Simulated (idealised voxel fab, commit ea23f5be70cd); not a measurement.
Process module, titled voxel transistor to metal
We display cut, a cross-section 160 nm in width whose square cells are each 5 nm.
Think of the cross-section as a grid of square cells. We describe it in bands, top to bottom, and each band covers one or more rows of those cells.
Heads up on the band format: heights come first, top then bottom, in nm. After that it's the materials left to right, each with its width in nm. A single material flagged "throughout" fills the whole band edge to edge, and "empty" means there's empty space there.
Height datum 0, below which the as-received substrate wafer is one material. Lowest band open at the bottom, running downward: "top 0, no bottom".
The two numbers in a width such as "30 to 40" mark its ends across the band: the first belongs to the top row of cells, the second to the bottom row, and from each row to the next the width moves by the same amount.
For the purposes of this document, the phrase "nothing different" attached to a step denotes that no cell within the cross-section was modified by that step.
Voids not open to the top, 8 cells minimum: see "Voids, sealed". Written width x height at distance; distance is from the left edge; nm.
Formally, on a step line, whatever follows the settings is a remark that the simulator itself makes on the step.
Among the settings permitted on a step's line is "overlay nm"; applied to a step with a mask, it specifies the extent to which the mask lay to the right of its planned position, whereas a negative figure signifies a position to the left.
Pairs, read this way: before one process step on the one hand, after it on the other, the after cross-section ending at the lowest band that changed; the step between, settings included, beneath. Same starting wafer throughout, but possibly different runs of this module, so no pair continues from the pair above unless its entry headed "Pre-processing view" says so.
### Pre-processing view
* top 45, bottom 30 | SiO2 40 nm, then empty 15 nm, then SiO2 50 nm, then empty 15 nm, then SiO2 40 nm
* top 30, bottom 20 | SiO2 40 nm, then empty 15 nm, then SiO2 10 nm, then SiN 5 nm, then SiCN 20 nm, then SiN 5 nm, then SiO2 10 nm, then empty 15 nm, then SiO2 40 nm
* top 20, bottom 5 | SiO2 40 nm, then empty 15 nm, then SiO2 10 nm, then SiN 5 nm, then polySi 20 nm, then SiN 5 nm, then SiO2 10 nm, then empty 15 nm, then SiO2 40 nm
* top 5, bottom 0 | SiO2 35 nm, then SiN 5 nm, then empty 15 nm, then SiGe 10 nm, then SiN 5 nm, then polySi 20 nm, then SiN 5 nm, then SiGe 10 nm, then empty 15 nm, then SiO2 5 nm, then SiN 5 nm, then SiO2 30 nm
* top 0, bottom -5 | SiO2 40 nm, then empty 15 nm, then SiGe 10 nm, then SiO2 30 nm, then SiGe 10 nm, then empty 15 nm, then SiO2 40 nm
* top -5, bottom -15 | SiO2 40 nm, then SiGe 25 nm, then Si 30 nm, then SiGe 30 nm, then SiO2 35 nm
* top -15, bottom -35 | SiO2 40 nm, then Si 85 nm, then SiO2 35 nm
* top -35, no bottom | Si throughout
* Voids, sealed: none
### Resultant Cross-Section
* top 50, bottom 45 | TiN 45 nm, then empty 5 nm, then TiN 60 nm, then empty 5 nm, then TiN 45 nm
* top 45, bottom 30 | SiO2 40 nm, then TiN 5 nm, then empty 5 nm, then TiN 5 nm, then SiO2 50 nm, then TiN 5 nm, then empty 5 nm, then TiN 5 nm, then SiO2 40 nm
* top 30, bottom 20 | SiO2 40 nm, then TiN 5 nm, then empty 5 nm, then TiN 5 nm, then SiO2 10 nm, then SiN 5 nm, then SiCN 20 nm, then SiN 5 nm, then SiO2 10 nm, then TiN 5 nm, then empty 5 nm, then TiN 5 nm, then SiO2 40 nm
* top 20, bottom 5 | SiO2 40 nm, then TiN 5 nm, then empty 5 nm, then TiN 5 nm, then SiO2 10 nm, then SiN 5 nm, then polySi 20 nm, then SiN 5 nm, then SiO2 10 nm, then TiN 5 nm, then empty 5 nm, then TiN 5 nm, then SiO2 40 nm
* top 5, bottom 0 | SiO2 35 nm, then SiN 5 nm, then TiN 5 nm, then empty 5 nm, then TiN 5 nm, then SiGe 10 nm, then SiN 5 nm, then polySi 20 nm, then SiN 5 nm, then SiGe 10 nm, then TiN 5 nm, then empty 5 nm, then TiN 5 nm, then SiO2 5 nm, then SiN 5 nm, then SiO2 30 nm
* top 0, bottom -5 | SiO2 40 nm, then TiN 15 nm, then SiGe 10 nm, then SiO2 30 nm, then SiGe 10 nm, then TiN 15 nm, then SiO2 40 nm
* Under the height -5 nothing was changed.
* Voids, sealed: none
What step was run between the cross-section before it and the cross-section after it, both above? CONFORMAL_DEP [material TiN] [thk nm 5]
Pre-processing view: cross-section not repeated; it is the one shown after the step in the pair just above.
### Resultant Cross-Section
* top 55, bottom 50 | W throughout
* top 50, bottom 45 | TiN 45 nm, then W 5 nm, then TiN 60 nm, then W 5 nm, then TiN 45 nm
* top 45, bottom 30 | SiO2 40 nm, then TiN 5 nm, then W 5 nm, then TiN 5 nm, then SiO2 50 nm, then TiN 5 nm, then W 5 nm, then TiN 5 nm, then SiO2 40 nm
* top 30, bottom 20 | SiO2 40 nm, then TiN 5 nm, then W 5 nm, then TiN 5 nm, then SiO2 10 nm, then SiN 5 nm, then SiCN 20 nm, then SiN 5 nm, then SiO2 10 nm, then TiN 5 nm, then W 5 nm, then TiN 5 nm, then SiO2 40 nm
* top 20, bottom 5 | SiO2 40 nm, then TiN 5 nm, then W 5 nm, then TiN 5 nm, then SiO2 10 nm, then SiN 5 nm, then polySi 20 nm, then SiN 5 nm, then SiO2 10 nm, then TiN 5 nm, then W 5 nm, then TiN 5 nm, then SiO2 40 nm
* top 5, bottom 0 | SiO2 35 nm, then SiN 5 nm, then TiN 5 nm, then W 5 nm, then TiN 5 nm, then SiGe 10 nm, then SiN 5 nm, then polySi 20 nm, then SiN 5 nm, then SiGe 10 nm, then TiN 5 nm, then W 5 nm, then TiN 5 nm, then SiO2 5 nm, then SiN 5 nm, then SiO2 30 nm
* Under the height 0 nothing was changed.
* Voids, sealed: none
What step was run between the cross-section before it and the cross-section after it, both above? FILL_DEP [material W] [thk nm 5]
Pre-processing view: cross-section not repeated; it is the one shown after the step in the pair just above.
### Resultant Cross-Section
* top 45, bottom 30 | SiO2 40 nm, then TiN 5 nm, then W 5 nm, then TiN 5 nm, then SiO2 50 nm, then TiN 5 nm, then W 5 nm, then TiN 5 nm, then SiO2 40 nm
* Under the height 30 nothing was changed.
* Voids, sealed: none
What step was run between the cross-section before it and the cross-section after it, both above? CMP [height nm 45]
Pre-processing view: cross-section not repeated; it is the one shown after the step in the pair just above.
### Resultant Cross-Section
* top 50, bottom 45 | TiN throughout
* Under the height 45 nothing was changed.
* Voids, sealed: none
What step was run between the cross-section before it and the cross-section after it, both above? DIRECTIONAL_DEP [material TiN] [thk nm 5]
Pre-processing view: cross-section not repeated; it is the one shown after the step in the pair just above.
### Resultant Cross-Section
* top 65, bottom 50 | Ru throughout
* Under the height 50 nothing was changed.
* Voids, sealed: none
What step was run between the cross-section before it and the cross-section after it, both above? DIRECTIONAL_DEP [material Ru] [thk nm 15]
Pre-processing view: cross-section not repeated; it is the one shown after the step in the pair just above.
### Resultant Cross-Section
* top 65, bottom 50 | empty 40 nm, then Ru 15 nm, then empty 50 nm, then Ru 15 nm, then empty 40 nm
* Under the height 50 nothing was changed.
* Voids, sealed: none
What step was run between the cross-section before it and the cross-section after it, both above? MASKED_ETCH [tone cover] [mask id METAL_1] [width nm 15] [pitch nm 65] [etch materials Ru] [depth nm 15] [overlay nm 0]
Pre-processing view: cross-section not repeated; it is the one shown after the step in the pair just above.
### Resultant Cross-Section
* top 65, bottom 50 | empty 40 nm, then Ru 15 nm, then empty 50 nm, then Ru 15 nm, then empty 40 nm
* top 50, bottom 45 | empty 40 nm, then TiN 15 nm, then empty 50 nm, then TiN 15 nm, then empty 40 nm
* Under the height 45 nothing was changed.
* Voids, sealed: none
What step was run between the cross-section before it and the cross-section after it, both above? MASKED_ETCH [tone cover] [mask id METAL_1] [width nm 15] [pitch nm 65] [etch materials TiN] [depth nm 5] [overlay nm 0]
Pre-processing view: cross-section not repeated; it is the one shown after the step in the pair just above.
### Resultant Cross-Section
* top 70, bottom 65 | lowk throughout
* top 65, bottom 50 | lowk 40 nm, then Ru 15 nm, then lowk 50 nm, then Ru 15 nm, then lowk 40 nm
* top 50, bottom 45 | lowk 40 nm, then TiN 15 nm, then lowk 50 nm, then TiN 15 nm, then lowk 40 nm
* Under the height 45 nothing was changed.
* Voids, sealed: none
What step was run between the cross-section before it and the cross-section after it, both above? FILL_DEP [material lowk] [thk nm 5]
Pre-processing view: cross-section not repeated; it is the one shown after the step in the pair just above.
### Resultant Cross-Section
* top 65, bottom 50 | lowk 40 nm, then Ru 15 nm, then lowk 50 nm, then Ru 15 nm, then lowk 40 nm
* Under the height 50 nothing was changed.
* Voids, sealed: none
What step was run between the cross-section before it and the cross-section after it, both above? CMP [height nm 65]
Pre-processing view: cross-section not repeated; it is the one shown after the step in the pair just above.
### Resultant Cross-Section
* top 70, bottom 65 | SiCN throughout
* Under the height 65 nothing was changed.
* Voids, sealed: none
What step was run between the cross-section before it and the cross-section after it, both above? CONFORMAL_DEP [material SiCN] [thk nm 5]
Pre-processing view: cross-section not repeated; it is the one shown after the step in the pair just above.
### Resultant Cross-Section
* top 95, bottom 70 | lowk throughout
* Under the height 70 nothing was changed.
* Voids, sealed: none
What step was run between the cross-section before it and the cross-section after it, both above? DIRECTIONAL_DEP [material lowk] [thk nm 25]
Pre-processing view: cross-section not repeated; it is the one shown after the step in the pair just above.
### Resultant Cross-Section
* top 95, bottom 80 | lowk 40 nm, then empty 15 nm, then lowk 50 nm, then empty 15 nm, then lowk 40 nm
* Under the height 80 nothing was changed.
* Voids, sealed: none
What step was run between the cross-section before it and the cross-section after it, both above? MASKED_ETCH [tone open] [mask id METAL_2] [width nm 15] [pitch nm 65] [etch materials lowk] [depth nm 15] [overlay nm 0]
Pre-processing view: cross-section not repeated; it is the one shown after the step in the pair just above.
### Resultant Cross-Section
* top 115, bottom 95 | resist 40 nm, then empty 15 nm, then resist 50 nm, then empty 15 nm, then resist 40 nm
* Under the height 95 nothing was changed.
* Voids, sealed: none
What step was run between the cross-section before it and the cross-section after it, both above? PATTERN [tone open] [mask id METAL_2_HOLES] [material resist] [width nm 15] [pitch nm 65] [thk nm 20] [overlay nm 0]
Pre-processing view: cross-section not repeated; it is the one shown after the step in the pair just above.
### Resultant Cross-Section
* top 115, bottom 95 | resist 40 nm, then empty 15 nm, then resist 50 nm, then empty 15 nm, then resist 40 nm
* top 95, bottom 70 | lowk 40 nm, then empty 15 nm, then lowk 50 nm, then empty 15 nm, then lowk 40 nm
* Under the height 70 nothing was changed.
* Voids, sealed: none
What step was run between the cross-section before it and the cross-section after it, both above? DIRECTIONAL_ETCH [etch materials lowk] [depth nm 10]
Pre-processing view: cross-section not repeated; it is the one shown after the step in the pair just above.
### Resultant Cross-Section
* top 115, bottom 95 | resist 40 nm, then empty 15 nm, then resist 50 nm, then empty 15 nm, then resist 40 nm
* top 95, bottom 70 | lowk 40 nm, then empty 15 nm, then lowk 50 nm, then empty 15 nm, then lowk 40 nm
* top 70, bottom 65 | SiCN 40 nm, then empty 15 nm, then SiCN 50 nm, then empty 15 nm, then SiCN 40 nm
* Under the height 65 nothing was changed.
* Voids, sealed: none
What step was run between the cross-section before it and the cross-section after it, both above? DIRECTIONAL_ETCH [etch materials SiCN] [depth nm 5]
Pre-processing view: cross-section not repeated; it is the one shown after the step in the pair just above.
### Resultant Cross-Section
* top 95, bottom 70 | lowk 40 nm, then empty 15 nm, then lowk 50 nm, then empty 15 nm, then lowk 40 nm
* Under the height 70 nothing was changed.
* Voids, sealed: none
What step was run between the cross-section before it and the cross-section after it, both above? STRIP [etch materials resist]
Pre-processing view: cross-section not repeated; it is the one shown after the step in the pair just above.
### Resultant Cross-Section
* top 100, bottom 95 | TiN 45 nm, then empty 5 nm, then TiN 60 nm, then empty 5 nm, then TiN 45 nm
* top 95, bottom 70 | lowk 40 nm, then TiN 5 nm, then empty 5 nm, then TiN 5 nm, then lowk 50 nm, then TiN 5 nm, then empty 5 nm, then TiN 5 nm, then lowk 40 nm
* top 70, bottom 65 | SiCN 40 nm, then TiN 15 nm, then SiCN 50 nm, then TiN 15 nm, then SiCN 40 nm
* Under the height 65 nothing was changed.
* Voids, sealed: none
What step was run between the cross-section before it and the cross-section after it, both above? CONFORMAL_DEP [material TiN] [thk nm 5]
Pre-processing view: cross-section not repeated; it is the one shown after the step in the pair just above.
### Resultant Cross-Section
* top 110, bottom 100 | Cu throughout
* top 100, bottom 95 | TiN 45 nm, then Cu 5 nm, then TiN 60 nm, then Cu 5 nm, then TiN 45 nm
* top 95, bottom 70 | lowk 40 nm, then TiN 5 nm, then Cu 5 nm, then TiN 5 nm, then lowk 50 nm, then TiN 5 nm, then Cu 5 nm, then TiN 5 nm, then lowk 40 nm
* Under the height 70 nothing was changed.
* Voids, sealed: none
What step was run between the cross-section before it and the cross-section after it, both above? FILL_DEP [material Cu] [thk nm 10]
Pre-processing view: cross-section not repeated; it is the one shown after the step in the pair just above.
### Resultant Cross-Section
* top 95, bottom 70 | lowk 40 nm, then TiN 5 nm, then Cu 5 nm, then TiN 5 nm, then lowk 50 nm, then TiN 5 nm, then Cu 5 nm, then TiN 5 nm, then lowk 40 nm
* Under the height 70 nothing was changed.
* Voids, sealed: none
What step was run between the cross-section before it and the cross-section after it, both above? CMP [height nm 95]
Pre-processing view: cross-section not repeated; it is the one shown after the step in the pair just above.
### Resultant Cross-Section
* top 100, bottom 95 | SiCN throughout
* Under the height 95 nothing was changed.
* Voids, sealed: none
What step was run between the cross-section before it and the cross-section after it, both above? CONFORMAL_DEP [material SiCN] [thk nm 5]
### Pre-processing view
* top 45, bottom 30 | SiO2 throughout
* top 30, bottom 20 | SiO2 65 nm, then SiN 5 nm, then SiCN 20 nm, then SiN 5 nm, then SiO2 65 nm
* top 20, bottom 5 | SiO2 65 nm, then SiN 5 nm, then polySi 20 nm, then SiN 5 nm, then SiO2 65 nm
* top 5, bottom 0 | SiO2 30 nm, then SiN 5 nm, then SiO2 20 nm, then SiGe 10 nm, then SiN 5 nm, then polySi 20 nm, then SiN 5 nm, then SiGe 10 nm, then SiO2 20 nm, then SiN 5 nm, then SiO2 30 nm
* top 0, bottom -5 | SiO2 55 nm, then SiGe 10 nm, then SiO2 30 nm, then SiGe 10 nm, then SiO2 55 nm
* top -5, bottom -15 | SiO2 35 nm, then SiGe 30 nm, then Si 30 nm, then SiGe 30 nm, then SiO2 35 nm
* top -15, bottom -35 | SiO2 35 nm, then Si 90 nm, then SiO2 35 nm
* top -35, no bottom | Si throughout
* Voids, sealed: none
### Resultant Cross-Section
* top 45, bottom 30 | SiO2 45 nm, then empty 15 nm, then SiO2 50 nm, then empty 15 nm, then SiO2 35 nm
* top 30, bottom 20 | SiO2 45 nm, then empty 15 nm, then SiO2 5 nm, then SiN 5 nm, then SiCN 20 nm, then SiN 5 nm, then SiO2 15 nm, then empty 15 nm, then SiO2 35 nm
* top 20, bottom 5 | SiO2 45 nm, then empty 15 nm, then SiO2 5 nm, then SiN 5 nm, then polySi 20 nm, then SiN 5 nm, then SiO2 15 nm, then empty 15 nm, then SiO2 35 nm
* top 5, bottom 0 | SiO2 30 nm, then SiN 5 nm, then SiO2 10 nm, then empty 10 nm, then SiGe 10 nm, then SiN 5 nm, then polySi 20 nm, then SiN 5 nm, then SiGe 10 nm, then SiO2 5 nm, then empty 15 nm, then SiN 5 nm, then SiO2 30 nm
* top 0, bottom -5 | SiO2 45 nm, then empty 10 nm, then SiGe 10 nm, then SiO2 30 nm, then SiGe 10 nm, then SiO2 5 nm, then empty 15 nm, then SiO2 35 nm
* Under the height -5 nothing was changed.
* Voids, sealed: none
What step was run between the cross-section before it and the cross-section after it, both above? MASKED_ETCH [tone open] [mask id CONTACT] [width nm 15] [pitch nm 65] [etch materials SiO2] [depth nm 50] [overlay nm 5]
Pre-processing view: cross-section not repeated; it is the one shown after the step in the pair just above.
### Resultant Cross-Section
* top 50, bottom 45 | TiN 50 nm, then empty 5 nm, then TiN 60 nm, then empty 5 nm, then TiN 40 nm
* top 45, bottom 30 | SiO2 45 nm, then TiN 5 nm, then empty 5 nm, then TiN 5 nm, then SiO2 50 nm, then TiN 5 nm, then empty 5 nm, then TiN 5 nm, then SiO2 35 nm
* top 30, bottom 20 | SiO2 45 nm, then TiN 5 nm, then empty 5 nm, then TiN 5 nm, then SiO2 5 nm, then SiN 5 nm, then SiCN 20 nm, then SiN 5 nm, then SiO2 15 nm, then TiN 5 nm, then empty 5 nm, then TiN 5 nm, then SiO2 35 nm
* top 20, bottom 10 | SiO2 45 nm, then TiN 5 nm, then empty 5 nm, then TiN 5 nm, then SiO2 5 nm, then SiN 5 nm, then polySi 20 nm, then SiN 5 nm, then SiO2 15 nm, then TiN 5 nm, then empty 5 nm, then TiN 5 nm, then SiO2 35 nm
* top 10, bottom 5 | SiO2 45 nm, then TiN 15 nm, then SiO2 5 nm, then SiN 5 nm, then polySi 20 nm, then SiN 5 nm, then SiO2 15 nm, then TiN 5 nm, then empty 5 nm, then TiN 5 nm, then SiO2 35 nm
* top 5, bottom 0 | SiO2 30 nm, then SiN 5 nm, then SiO2 10 nm, then TiN 10 nm, then SiGe 10 nm, then SiN 5 nm, then polySi 20 nm, then SiN 5 nm, then SiGe 10 nm, then SiO2 5 nm, then TiN 5 nm, then empty 5 nm, then TiN 5 nm, then SiN 5 nm, then SiO2 30 nm
* top 0, bottom -5 | SiO2 45 nm, then TiN 10 nm, then SiGe 10 nm, then SiO2 30 nm, then SiGe 10 nm, then SiO2 5 nm, then TiN 15 nm, then SiO2 35 nm
* Under the height -5 nothing was changed.
* Voids, sealed: none
What step was run between the cross-section before it and the cross-section after it, both above? CONFORMAL_DEP [material TiN] [thk nm 5]
Pre-processing view: cross-section not repeated; it is the one shown after the step in the pair just above.
### Resultant Cross-Section
* top 55, bottom 50 | W throughout
* top 50, bottom 45 | TiN 50 nm, then W 5 nm, then TiN 60 nm, then W 5 nm, then TiN 40 nm
* top 45, bottom 30 | SiO2 45 nm, then TiN 5 nm, then W 5 nm, then TiN 5 nm, then SiO2 50 nm, then TiN 5 nm, then W 5 nm, then TiN 5 nm, then SiO2 35 nm
* top 30, bottom 20 | SiO2 45 nm, then TiN 5 nm, then W 5 nm, then TiN 5 nm, then SiO2 5 nm, then SiN 5 nm, then SiCN 20 nm, then SiN 5 nm, then SiO2 15 nm, then TiN 5 nm, then W 5 nm, then TiN 5 nm, then SiO2 35 nm
* top 20, bottom 10 | SiO2 45 nm, then TiN 5 nm, then W 5 nm, then TiN 5 nm, then SiO2 5 nm, then SiN 5 nm, then polySi 20 nm, then SiN 5 nm, then SiO2 15 nm, then TiN 5 nm, then W 5 nm, then TiN 5 nm, then SiO2 35 nm
* top 10, bottom 5 | SiO2 45 nm, then TiN 15 nm, then SiO2 5 nm, then SiN 5 nm, then polySi 20 nm, then SiN 5 nm, then SiO2 15 nm, then TiN 5 nm, then W 5 nm, then TiN 5 nm, then SiO2 35 nm
* top 5, bottom 0 | SiO2 30 nm, then SiN 5 nm, then SiO2 10 nm, then TiN 10 nm, then SiGe 10 nm, then SiN 5 nm, then polySi 20 nm, then SiN 5 nm, then SiGe 10 nm, then SiO2 5 nm, then TiN 5 nm, then W 5 nm, then TiN 5 nm, then SiN 5 nm, then SiO2 30 nm
* Under the height 0 nothing was changed.
* Voids, sealed: none
What step was run between the cross-section before it and the cross-section after it, both above? FILL_DEP [material W] [thk nm 5]
Pre-processing view: cross-section not repeated; it is the one shown after the step in the pair just above.
### Resultant Cross-Section
* top 45, bottom 30 | SiO2 45 nm, then TiN 5 nm, then W 5 nm, then TiN 5 nm, then SiO2 50 nm, then TiN 5 nm, then W 5 nm, then TiN 5 nm, then SiO2 35 nm
* Under the height 30 nothing was changed.
* Voids, sealed: none
What step was run between the cross-section before it and the cross-section after it, both above? CMP [height nm 45]
Pre-processing view: cross-section not repeated; it is the one shown after the step in the pair just above.
### Resultant Cross-Section
* top 50, bottom 45 | TiN throughout
* Under the height 45 nothing was changed.
* Voids, sealed: none
What step was run between the cross-section before it and the cross-section after it, both above? DIRECTIONAL_DEP [material TiN] [thk nm 5]
Pre-processing view: cross-section not repeated; it is the one shown after the step in the pair just above.
### Resultant Cross-Section
* top 65, bottom 50 | Ru throughout
* Under the height 50 nothing was changed.
* Voids, sealed: none
What step was run between the cross-section before it and the cross-section after it, both above? DIRECTIONAL_DEP [material Ru] [thk nm 15]
Pre-processing view: cross-section not repeated; it is the one shown after the step in the pair just above.
### Resultant Cross-Section
* top 65, bottom 50 | empty 40 nm, then Ru 15 nm, then empty 50 nm, then Ru 15 nm, then empty 40 nm
* Under the height 50 nothing was changed.
* Voids, sealed: none
What step was run between the cross-section before it and the cross-section after it, both above? MASKED_ETCH [tone cover] [mask id METAL_1] [width nm 15] [pitch nm 65] [etch materials Ru] [depth nm 15] [overlay nm 0]
Pre-processing view: cross-section not repeated; it is the one shown after the step in the pair just above.
### Resultant Cross-Section
* top 65, bottom 50 | empty 40 nm, then Ru 15 nm, then empty 50 nm, then Ru 15 nm, then empty 40 nm
* top 50, bottom 45 | empty 40 nm, then TiN 15 nm, then empty 50 nm, then TiN 15 nm, then empty 40 nm
* Under the height 45 nothing was changed.
* Voids, sealed: none
What step was run between the cross-section before it and the cross-section after it, both above? MASKED_ETCH [tone cover] [mask id METAL_1] [width nm 15] [pitch nm 65] [etch materials TiN] [depth nm 5] [overlay nm 0]
Pre-processing view: cross-section not repeated; it is the one shown after the step in the pair just above.
### Resultant Cross-Section
* top 70, bottom 65 | lowk throughout
* top 65, bottom 50 | lowk 40 nm, then Ru 15 nm, then lowk 50 nm, then Ru 15 nm, then lowk 40 nm
* top 50, bottom 45 | lowk 40 nm, then TiN 15 nm, then lowk 50 nm, then TiN 15 nm, then lowk 40 nm
* Under the height 45 nothing was changed.
* Voids, sealed: none
What step was run between the cross-section before it and the cross-section after it, both above? FILL_DEP [material lowk] [thk nm 5]
Pre-processing view: cross-section not repeated; it is the one shown after the step in the pair just above.
### Resultant Cross-Section
* top 65, bottom 50 | lowk 40 nm, then Ru 15 nm, then lowk 50 nm, then Ru 15 nm, then lowk 40 nm
* Under the height 50 nothing was changed.
* Voids, sealed: none
What step was run between the cross-section before it and the cross-section after it, both above? CMP [height nm 65]
Pre-processing view: cross-section not repeated; it is the one shown after the step in the pair just above.
### Resultant Cross-Section
* top 70, bottom 65 | SiCN throughout
* Under the height 65 nothing was changed.
* Voids, sealed: none
What step was run between the cross-section before it and the cross-section after it, both above? CONFORMAL_DEP [material SiCN] [thk nm 5]
Pre-processing view: cross-section not repeated; it is the one shown after the step in the pair just above.
### Resultant Cross-Section
* top 95, bottom 70 | lowk throughout
* Under the height 70 nothing was changed.
* Voids, sealed: none
What step was run between the cross-section before it and the cross-section after it, both above? DIRECTIONAL_DEP [material lowk] [thk nm 25]
Pre-processing view: cross-section not repeated; it is the one shown after the step in the pair just above.
### Resultant Cross-Section
* top 95, bottom 80 | lowk 40 nm, then empty 15 nm, then lowk 50 nm, then empty 15 nm, then lowk 40 nm
* Under the height 80 nothing was changed.
* Voids, sealed: none
What step was run between the cross-section before it and the cross-section after it, both above? MASKED_ETCH [tone open] [mask id METAL_2] [width nm 15] [pitch nm 65] [etch materials lowk] [depth nm 15] [overlay nm 0]
Pre-processing view: cross-section not repeated; it is the one shown after the step in the pair just above.
### Resultant Cross-Section
* top 115, bottom 95 | resist 40 nm, then empty 15 nm, then resist 50 nm, then empty 15 nm, then resist 40 nm
* Under the height 95 nothing was changed.
* Voids, sealed: none
What step was run between the cross-section before it and the cross-section after it, both above? PATTERN [tone open] [mask id METAL_2_HOLES] [material resist] [width nm 15] [pitch nm 65] [thk nm 20] [overlay nm 0]
Pre-processing view: cross-section not repeated; it is the one shown after the step in the pair just above.
### Resultant Cross-Section
* top 115, bottom 95 | resist 40 nm, then empty 15 nm, then resist 50 nm, then empty 15 nm, then resist 40 nm
* top 95, bottom 70 | lowk 40 nm, then empty 15 nm, then lowk 50 nm, then empty 15 nm, then lowk 40 nm
* Under the height 70 nothing was changed.
* Voids, sealed: none
What step was run between the cross-section before it and the cross-section after it, both above? DIRECTIONAL_ETCH [etch materials lowk] [depth nm 10]
Pre-processing view: cross-section not repeated; it is the one shown after the step in the pair just above.
### Resultant Cross-Section
* top 115, bottom 95 | resist 40 nm, then empty 15 nm, then resist 50 nm, then empty 15 nm, then resist 40 nm
* top 95, bottom 70 | lowk 40 nm, then empty 15 nm, then lowk 50 nm, then empty 15 nm, then lowk 40 nm
* top 70, bottom 65 | SiCN 40 nm, then empty 15 nm, then SiCN 50 nm, then empty 15 nm, then SiCN 40 nm
* Under the height 65 nothing was changed.
* Voids, sealed: none
What step was run between the cross-section before it and the cross-section after it, both above? DIRECTIONAL_ETCH [etch materials SiCN] [depth nm 5]
Pre-processing view: cross-section not repeated; it is the one shown after the step in the pair just above.
### Resultant Cross-Section
* top 95, bottom 70 | lowk 40 nm, then empty 15 nm, then lowk 50 nm, then empty 15 nm, then lowk 40 nm
* Under the height 70 nothing was changed.
* Voids, sealed: none
What step was run between the cross-section before it and the cross-section after it, both above? STRIP [etch materials resist]
Pre-processing view: cross-section not repeated; it is the one shown after the step in the pair just above.
### Resultant Cross-Section
* top 100, bottom 95 | TiN 45 nm, then empty 5 nm, then TiN 60 nm, then empty 5 nm, then TiN 45 nm
* top 95, bottom 70 | lowk 40 nm, then TiN 5 nm, then empty 5 nm, then TiN 5 nm, then lowk 50 nm, then TiN 5 nm, then empty 5 nm, then TiN 5 nm, then lowk 40 nm
* top 70, bottom 65 | SiCN 40 nm, then TiN 15 nm, then SiCN 50 nm, then TiN 15 nm, then SiCN 40 nm
* Under the height 65 nothing was changed.
* Voids, sealed: none
What step was run between the cross-section before it and the cross-section after it, both above? CONFORMAL_DEP [material TiN] [thk nm 5]
Pre-processing view: cross-section not repeated; it is the one shown after the step in the pair just above.
### Resultant Cross-Section
* top 110, bottom 100 | Cu throughout
* top 100, bottom 95 | TiN 45 nm, then Cu 5 nm, then TiN 60 nm, then Cu 5 nm, then TiN 45 nm
* top 95, bottom 70 | lowk 40 nm, then TiN 5 nm, then Cu 5 nm, then TiN 5 nm, then lowk 50 nm, then TiN 5 nm, then Cu 5 nm, then TiN 5 nm, then lowk 40 nm
* Under the height 70 nothing was changed.
* Voids, sealed: none
What step was run between the cross-section before it and the cross-section after it, both above? FILL_DEP [material Cu] [thk nm 10]
Pre-processing view: cross-section not repeated; it is the one shown after the step in the pair just above.
### Resultant Cross-Section
* top 95, bottom 70 | lowk 40 nm, then TiN 5 nm, then Cu 5 nm, then TiN 5 nm, then lowk 50 nm, then TiN 5 nm, then Cu 5 nm, then TiN 5 nm, then lowk 40 nm
* Under the height 70 nothing was changed.
* Voids, sealed: none
What step was run between the cross-section before it and the cross-section after it, both above? CMP [height nm 95]
Pre-processing view: cross-section not repeated; it is the one shown after the step in the pair just above.
### Resultant Cross-Section
* top 100, bottom 95 | SiCN throughout
* Under the height 95 nothing was changed.
* Voids, sealed: none
What step was run between the cross-section before it and the cross-section after it, both above? CONFORMAL_DEP [material SiCN] [thk nm 5]
### Pre-processing view
* top 45, bottom 30 | SiO2 40 nm, then empty 15 nm, then SiO2 50 nm, then empty 15 nm, then SiO2 40 nm
* top 30, bottom 20 | SiO2 40 nm, then empty 15 nm, then SiO2 10 nm, then SiN 5 nm, then SiCN 20 nm, then SiN 5 nm, then SiO2 10 nm, then empty 15 nm, then SiO2 40 nm
* top 20, bottom 5 | SiO2 40 nm, then empty 15 nm, then SiO2 10 nm, then SiN 5 nm, then polySi 20 nm, then SiN 5 nm, then SiO2 10 nm, then empty 15 nm, then SiO2 40 nm
* top 5, bottom 0 | SiO2 30 nm, then SiN 5 nm, then SiO2 5 nm, then empty 15 nm, then SiGe 10 nm, then SiN 5 nm, then polySi 20 nm, then SiN 5 nm, then SiGe 10 nm, then empty 15 nm, then SiO2 5 nm, then SiN 5 nm, then SiO2 30 nm
* top 0, bottom -5 | SiO2 40 nm, then empty 15 nm, then SiGe 10 nm, then SiO2 30 nm, then SiGe 10 nm, then empty 15 nm, then SiO2 40 nm
* top -5, bottom -15 | SiO2 35 nm, then SiGe 30 nm, then Si 30 nm, then SiGe 30 nm, then SiO2 35 nm
* top -15, bottom -35 | SiO2 35 nm, then Si 90 nm, then SiO2 35 nm
* top -35, no bottom | Si throughout
* Voids, sealed: none
### Resultant Cross-Section
* top 50, bottom 30 | SiO2 45 nm, then empty 5 nm, then SiO2 60 nm, then empty 5 nm, then SiO2 45 nm
* top 30, bottom 20 | SiO2 45 nm, then empty 5 nm, then SiO2 15 nm, then SiN 5 nm, then SiCN 20 nm, then SiN 5 nm, then SiO2 15 nm, then empty 5 nm, then SiO2 45 nm
* top 20, bottom 5 | SiO2 45 nm, then empty 5 nm, then SiO2 15 nm, then SiN 5 nm, then polySi 20 nm, then SiN 5 nm, then SiO2 15 nm, then empty 5 nm, then SiO2 45 nm
* top 5, bottom 0 | SiO2 30 nm, then SiN 5 nm, then SiO2 10 nm, then empty 5 nm, then SiO2 5 nm, then SiGe 10 nm, then SiN 5 nm, then polySi 20 nm, then SiN 5 nm, then SiGe 10 nm, then SiO2 5 nm, then empty 5 nm, then SiO2 10 nm, then SiN 5 nm, then SiO2 30 nm
* top 0, bottom -5 | SiO2 55 nm, then SiGe 10 nm, then SiO2 30 nm, then SiGe 10 nm, then SiO2 55 nm
* Under the height -5 nothing was changed.
* Voids, sealed: none
What step was run between the cross-section before it and the cross-section after it, both above? CONFORMAL_DEP [material SiO2] [thk nm 5]
Pre-processing view: cross-section not repeated; it is the one shown after the step in the pair just above.
### Resultant Cross-Section
* top 55, bottom 50 | W throughout
* top 50, bottom 30 | SiO2 45 nm, then W 5 nm, then SiO2 60 nm, then W 5 nm, then SiO2 45 nm
* top 30, bottom 20 | SiO2 45 nm, then W 5 nm, then SiO2 15 nm, then SiN 5 nm, then SiCN 20 nm, then SiN 5 nm, then SiO2 15 nm, then W 5 nm, then SiO2 45 nm
* top 20, bottom 5 | SiO2 45 nm, then W 5 nm, then SiO2 15 nm, then SiN 5 nm, then polySi 20 nm, then SiN 5 nm, then SiO2 15 nm, then W 5 nm, then SiO2 45 nm
* top 5, bottom 0 | SiO2 30 nm, then SiN 5 nm, then SiO2 10 nm, then W 5 nm, then SiO2 5 nm, then SiGe 10 nm, then SiN 5 nm, then polySi 20 nm, then SiN 5 nm, then SiGe 10 nm, then SiO2 5 nm, then W 5 nm, then SiO2 10 nm, then SiN 5 nm, then SiO2 30 nm
* Under the height 0 nothing was changed.
* Voids, sealed: none
What step was run between the cross-section before it and the cross-section after it, both above? FILL_DEP [material W] [thk nm 5]
